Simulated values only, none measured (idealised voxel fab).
Documented hereafter: the process module known as voxel air gaps.
Shown is cross-section cut, with a width of 195 nm and square cells of size 5 nm.
A cross-section is written here as square cells arranged in a grid, and it is given in bands from the top down, each band taking up one or more rows of cells.
Band: top and bottom heights (nm) first, top before bottom; then materials from left to right, widths in nm. "everywhere" marks a sole material filling the band edge to edge. "air" denotes empty space.
Counting heights begins at 0, where everything beneath is, in the wafer as received, one material. The lowest band has no bottom; it goes on downwards, as "0 -> down" shows.
Read "30->40" as a graded width: first number on top, second number at the bottom, same change between each pair of neighbouring rows.
"all unchanged" (step): cross-section cells unchanged, all of them.
"Sealed internal voids" enumerates empty spaces isolated from the top, with no open way to it, that contain at least 8 cells, giving each as width x height at distance from the left edge, all three in nm.
That trailing text on a step's line, after the settings, is the simulator's own remark on the step.
Among the settings permitted on a step's line is "overlay nm"; applied to a step with a mask, it specifies the extent to which the mask lay to the right of its planned position, whereas a negative figure signifies a position to the left.
So here's the lineup of process steps we planned
1. RECEIVE: material Si
2. CONFORMAL_DEP: material SiO2, thk nm 10
3. CONFORMAL_DEP: material SiN, thk nm 5
4. DIRECTIONAL_DEP: material SiO2, thk nm 35
5. MASKED_ETCH: tone open, mask id LINES, width nm 15, pitch nm 40, etch materials SiO2, depth nm 35, overlay nm 0
6. CONFORMAL_DEP: material TiN, thk nm 5
7. FILL_DEP: material W, thk nm 10
8. CMP: height nm 50
9. EPI: material Ru, thk nm 10
10. SELECTIVE_ETCH: etch materials SiO2, depth nm 45
11. CONFORMAL_DEP: material SiN, thk nm 5
Cross-section of the wafer as it came to us, i.e., already through step 1
* 0 -> down  Si everywhere
* Sealed internal voids: none
End state of the module in cross-section, given the above starting point and plan and one mistake in execution
* 65 -> 60  SiN everywhere
* 60 -> 50  Ru everywhere
* 50 -> 45  TiN 55, then W 5, then TiN 35, then W 5, then TiN 35, then W 5, then TiN 55
* 45 -> 20  SiO2 50, then TiN 5, then W 5, then TiN 5, then SiO2 25, then TiN 5, then W 5, then TiN 5, then SiO2 25, then TiN 5, then W 5, then TiN 5, then SiO2 50
* 20 -> 15  SiO2 50, then TiN 15, then SiO2 25, then TiN 15, then SiO2 25, then TiN 15, then SiO2 50
* 15 -> 10  SiN everywhere
* 10 -> 0  SiO2 everywhere
* 0 -> down  Si everywhere
* Sealed internal voids: none
The plan and the run diverged here: step 4 off recipe, ran as DIRECTIONAL_DEP: material SiO2, thk nm 30
